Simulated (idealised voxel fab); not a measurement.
process module | voxel air gaps
cross-section cut | 155 nm wide | cells 5 nm
A cross-section is a grid of square cells, given in bands from the top down. A band is one or more rows of cells.
Each band's line starts with the height of the band's top and of its bottom, in nm. Then come its materials from left to right, each with its width in nm. One material with "throughout" fills the band from edge to edge. "air" is empty space.
Height 0 is the level under which the wafer as received is all one material. The lowest band goes on downwards, as in "0 down".
A width such as "30 to 40" changes by the same amount from each row of cells to the next, from the band's top row to its bottom row.
"no change" after a step means that no cell of the cross-section changed.
closed voids: empty space of 8 cells or more with no open way to the top, each as width x height at its distance from the left edge, in nm
after a step's settings: what the simulator itself notes on the step
overlay nm, on a step with a mask: how far to the right of its planned place the mask lay; to the left if negative
plan
1 op RECEIVE | material Si
2 op CONFORMAL_DEP | material SiO2 | thk nm 15
3 op CONFORMAL_DEP | material SiCN | thk nm 5
4 op DIRECTIONAL_DEP | material lowk | thk nm 40
5 op PATTERN | tone open | mask id LINES | material resist | width nm 15 | pitch nm 40 | thk nm 20 | overlay nm 0
6 op DIRECTIONAL_ETCH | etch materials lowk | depth nm 40
7 op STRIP | etch materials resist
8 op CONFORMAL_DEP | material TiN | thk nm 5
9 op FILL_DEP | material W | thk nm 10
10 op CMP | height nm 60
11 op EPI | material Ru | thk nm 10
12 op SELECTIVE_ETCH | etch materials lowk | depth nm 50
13 op CONFORMAL_DEP | material SiCN | thk nm 5
first wafer, as planned
as received, after step 1
  0 down: Si throughout
  closed voids: none
after step 2
  15 to 0: SiO2 throughout
  below 0: unchanged
after step 3
  20 to 15: SiCN throughout
  below 15: unchanged
after step 4
  60 to 20: lowk throughout
  below 20: unchanged
after step 5
  80 to 60: resist 30 | air 15 | resist 25 | air 15 | resist 25 | air 15 | resist 30
  below 60: unchanged
after step 6
  80 to 60: resist 30 | air 15 | resist 25 | air 15 | resist 25 | air 15 | resist 30
  60 to 20: lowk 30 | air 15 | lowk 25 | air 15 | lowk 25 | air 15 | lowk 30
  below 20: unchanged
after step 7
  60 to 20: lowk 30 | air 15 | lowk 25 | air 15 | lowk 25 | air 15 | lowk 30
  below 20: unchanged
after step 8
  65 to 60: TiN 35 | air 5 | TiN 35 | air 5 | TiN 35 | air 5 | TiN 35
  60 to 25: lowk 30 | TiN 5 | air 5 | TiN 5 | lowk 25 | TiN 5 | air 5 | TiN 5 | lowk 25 | TiN 5 | air 5 | TiN 5 | lowk 30
  25 to 20: lowk 30 | TiN 15 | lowk 25 | TiN 15 | lowk 25 | TiN 15 | lowk 30
  below 20: unchanged
after step 9
  75 to 65: W throughout
  65 to 60: TiN 35 | W 5 | TiN 35 | W 5 | TiN 35 | W 5 | TiN 35
  60 to 25: lowk 30 | TiN 5 | W 5 | TiN 5 | lowk 25 | TiN 5 | W 5 | TiN 5 | lowk 25 | TiN 5 | W 5 | TiN 5 | lowk 30
  below 25: unchanged
after step 10
  60 to 25: lowk 30 | TiN 5 | W 5 | TiN 5 | lowk 25 | TiN 5 | W 5 | TiN 5 | lowk 25 | TiN 5 | W 5 | TiN 5 | lowk 30
  below 25: unchanged
after step 11
  70 to 60: air 20 | Ru 35 | air 5 | Ru 35 | air 5 | Ru 35 | air 20
  below 60: unchanged
after step 12
  70 to 60: air 20 | Ru 35 | air 5 | Ru 35 | air 5 | Ru 35 | air 20
  60 to 25: air 30 | TiN 5 | W 5 | TiN 5 | air 25 | TiN 5 | W 5 | TiN 5 | air 25 | TiN 5 | W 5 | TiN 5 | air 30
  25 to 20: air 30 | TiN 15 | air 25 | TiN 15 | air 25 | TiN 15 | air 30
  below 20: unchanged
after step 13
  75 to 70: air 15 | SiCN 125 | air 15
  70 to 60: air 15 | SiCN 5 | Ru 35 | SiCN 5 | Ru 35 | SiCN 5 | Ru 35 | SiCN 5 | air 15
  60 to 55: air 15 | SiCN 15 | TiN 5 | W 5 | TiN 5 | SiCN 25 | TiN 5 | W 5 | TiN 5 | SiCN 25 | TiN 5 | W 5 | TiN 5 | SiCN 15 | air 15
  55 to 25: air 25 | SiCN 5 | TiN 5 | W 5 | TiN 5 | SiCN 5 | air 15 | SiCN 5 | TiN 5 | W 5 | TiN 5 | SiCN 5 | air 15 | SiCN 5 | TiN 5 | W 5 | TiN 5 | SiCN 5 | air 25
  25 to 20: SiCN 30 | TiN 15 | SiCN 25 | TiN 15 | SiCN 25 | TiN 15 | SiCN 30
  below 20: unchanged
  closed voids: 15 x 30 at 50; 15 x 30 at 90
second wafer: like start, like plan, one mistake. Through step 4 it matches the first wafer
when step 5 should have ended
  80 to 60: resist 40 | air 15 | resist 25 | air 15 | resist 25 | air 15 | resist 20
  below 60: unchanged
when step 6 should have ended
  80 to 60: resist 40 | air 15 | resist 25 | air 15 | resist 25 | air 15 | resist 20
  60 to 20: lowk 40 | air 15 | lowk 25 | air 15 | lowk 25 | air 15 | lowk 20
  below 20: unchanged
when step 7 should have ended
  60 to 20: lowk 40 | air 15 | lowk 25 | air 15 | lowk 25 | air 15 | lowk 20
  below 20: unchanged
when step 8 should have ended
  65 to 60: TiN 45 | air 5 | TiN 35 | air 5 | TiN 35 | air 5 | TiN 25
  60 to 25: lowk 40 | TiN 5 | air 5 | TiN 5 | lowk 25 | TiN 5 | air 5 | TiN 5 | lowk 25 | TiN 5 | air 5 | TiN 5 | lowk 20
  25 to 20: lowk 40 | TiN 15 | lowk 25 | TiN 15 | lowk 25 | TiN 15 | lowk 20
  below 20: unchanged
when step 9 should have ended
  75 to 65: W throughout
  65 to 60: TiN 45 | W 5 | TiN 35 | W 5 | TiN 35 | W 5 | TiN 25
  60 to 25: lowk 40 | TiN 5 | W 5 | TiN 5 | lowk 25 | TiN 5 | W 5 | TiN 5 | lowk 25 | TiN 5 | W 5 | TiN 5 | lowk 20
  below 25: unchanged
when step 10 should have ended
  60 to 25: lowk 40 | TiN 5 | W 5 | TiN 5 | lowk 25 | TiN 5 | W 5 | TiN 5 | lowk 25 | TiN 5 | W 5 | TiN 5 | lowk 20
  below 25: unchanged
when step 11 should have ended
  70 to 60: air 30 | Ru 35 | air 5 | Ru 35 | air 5 | Ru 35 | air 10
  below 60: unchanged
when step 12 should have ended
  70 to 60: air 30 | Ru 35 | air 5 | Ru 35 | air 5 | Ru 35 | air 10
  60 to 25: air 40 | TiN 5 | W 5 | TiN 5 | air 25 | TiN 5 | W 5 | TiN 5 | air 25 | TiN 5 | W 5 | TiN 5 | air 20
  25 to 20: air 40 | TiN 15 | air 25 | TiN 15 | air 25 | TiN 15 | air 20
  below 20: unchanged
when step 13 should have ended
  75 to 70: air 25 | SiCN 125 | air 5
  70 to 60: air 25 | SiCN 5 | Ru 35 | SiCN 5 | Ru 35 | SiCN 5 | Ru 35 | SiCN 5 | air 5
  60 to 55: air 25 | SiCN 15 | TiN 5 | W 5 | TiN 5 | SiCN 25 | TiN 5 | W 5 | TiN 5 | SiCN 25 | TiN 5 | W 5 | TiN 5 | SiCN 15 | air 5
  55 to 25: air 35 | SiCN 5 | TiN 5 | W 5 | TiN 5 | SiCN 5 | air 15 | SiCN 5 | TiN 5 | W 5 | TiN 5 | SiCN 5 | air 15 | SiCN 5 | TiN 5 | W 5 | TiN 5 | SiCN 5 | air 15
  25 to 20: SiCN 40 | TiN 15 | SiCN 25 | TiN 15 | SiCN 25 | TiN 15 | SiCN 20
  below 20: unchanged
  closed voids: 15 x 30 at 60; 15 x 30 at 100
what went wrong: step 5 ran as: op PATTERN | tone open | mask id LINES | material resist | width nm 15 | pitch nm 40 | thk nm 20 | overlay nm 10
at the end the second wafer has, in cells: as many of each material as the first, in other places
